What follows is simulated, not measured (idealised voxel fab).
Process module in this document: voxel self aligned contacts
Square cells of 5 nm make up the cross-section cut, whose width is 165 nm.
This document writes a cross-section as a grid whose cells are square, and gives it as bands, listed from the top down; one or more rows of cells form a band. The band entry comprises the height of the band's top followed by the height of its bottom, expressed in nm, and subsequently the band's materials from left to right, each stated together with its width in nm. Where a single material is marked with the word "edge to edge", that material fills the band from edge to edge. The word "air" represents empty space. For the purposes of this specification, 0 denotes the height below which the wafer in its as-received condition is composed wholly of one material, and the lowermost band, lacking a lower limit, extends downward without end, as expressed in "0 down". The notation "30 to 40" denotes a width that varies across the rows of cells in the band, beginning at the first number in the top row, finishing at the second number in the bottom row, and changing by an identical amount from each row to the next. "identical to before" (step): cross-section cells unchanged, all of them. You'll see "closed voids" listing empty spaces that have no way open to the top, as long as they're 8 cells or more; the notation is width x height at distance, where the distance is from the left edge, and all of it is in nm. The remark found on a step's line after its settings is issued by the simulator itself and pertains to that step. You can add "overlay nm" to a step's line. For a step with a mask, it describes how far the mask lay to the right of its planned position, and a negative number describes a lay to the left.
-- Process steps - plan
| 1 | RECEIVE,material Si |
| 2 | CONFORMAL_DEP,material SiO2,thk nm 5 |
| 3 | DIRECTIONAL_DEP,material polySi,thk nm 20 |
| 4 | DIRECTIONAL_DEP,material SiN,thk nm 20 |
| 5 | DIRECTIONAL_DEP,material aC,thk nm 15 |
| 6 | PATTERN,tone cover,mask id GATE,material resist,width nm 30,pitch nm 75,thk nm 35,overlay nm 0 |
| 7 | DIRECTIONAL_ETCH,etch materials aC,depth nm 15 |
| 8 | STRIP,etch materials resist |
| 9 | DIRECTIONAL_ETCH,etch materials SiN,depth nm 20 |
| 10 | DIRECTIONAL_ETCH,etch materials polySi,depth nm 20 |
| 11 | STRIP,etch materials aC |
| 12 | CONFORMAL_DEP,material SiN,thk nm 10 |
| 13 | DIRECTIONAL_ETCH,etch materials SiN,depth nm 10 |
| 14 | FILL_DEP,material SiO2,thk nm 15 |
| 15 | CMP,height nm 55 |
| 16 | DIRECTIONAL_DEP,material aC,thk nm 10 |
| 17 | PATTERN,tone open,mask id CONTACT,material resist,width nm 55,thk nm 30,overlay nm 0 |
| 18 | DIRECTIONAL_ETCH,etch materials aC,depth nm 10 |
| 19 | STRIP,etch materials resist |
| 20 | DIRECTIONAL_ETCH,etch materials SiO2,depth nm 55 |
| 21 | STRIP,etch materials aC |
| 22 | CONFORMAL_DEP,material TiN,thk nm 5 |
| 23 | FILL_DEP,material Ru,thk nm 10 |
| 24 | CMP,height nm 55 |
| 25 | CONFORMAL_DEP,material SiCN,thk nm 5 |
-- Received-state cross-section, reflecting completion of step 1
- 0 down: Si edge to edge
- closed voids: none
-- First of two wafers at the end of the module, shown in cross-section; run carried out as planned
- 60 to 55: SiCN edge to edge
- 55 to 45: SiO2 55 / TiN 5 to 20 / Ru 45 to 15 / TiN 5 to 20 / SiO2 55
- 45 to 25: SiO2 20 / SiN 50 / TiN 5 / Ru 15 / TiN 5 / SiN 50 / SiO2 20
- 25 to 5: SiO2 20 / SiN 10 / polySi 30 / SiN 10 / TiN 5 / Ru 15 / TiN 5 / SiN 10 / polySi 30 / SiN 10 / SiO2 20
- 5 to 0: SiO2 70 / TiN 25 / SiO2 70
- 0 down: Si edge to edge
- closed voids: none
-- So this is wafer number two of the two, cut at the end of the module - it started where the first did and had the same plan, we just got one thing wrong running it
- 60 to 55: SiCN edge to edge
- 55 to 45: SiO2 55 / TiN 5 to 20 / Ru 45 to 15 / TiN 5 to 20 / SiO2 55
- 45 to 30: SiO2 20 / SiN 10 / polySi 30 / SiN 10 / TiN 5 / Ru 15 / TiN 5 / SiN 10 / polySi 30 / SiN 10 / SiO2 20
- 30 to 25: SiO2 20 / SiN 10 / polySi 30 / SiN 10 / TiN 25 / SiN 10 / polySi 30 / SiN 10 / SiO2 20
- 25 to 5: SiN edge to edge
- 5 to 0: SiO2 edge to edge
- 0 down: Si edge to edge
- closed voids: none
Plan not followed: steps 3 and 4 traded places in the executed sequence
Looking at both finished wafers in cells, the second ends up ahead of or behind the first on some materials: Ru: 15 fewer | SiN: 52 more | SiO2: 27 fewer | TiN: 10 fewer
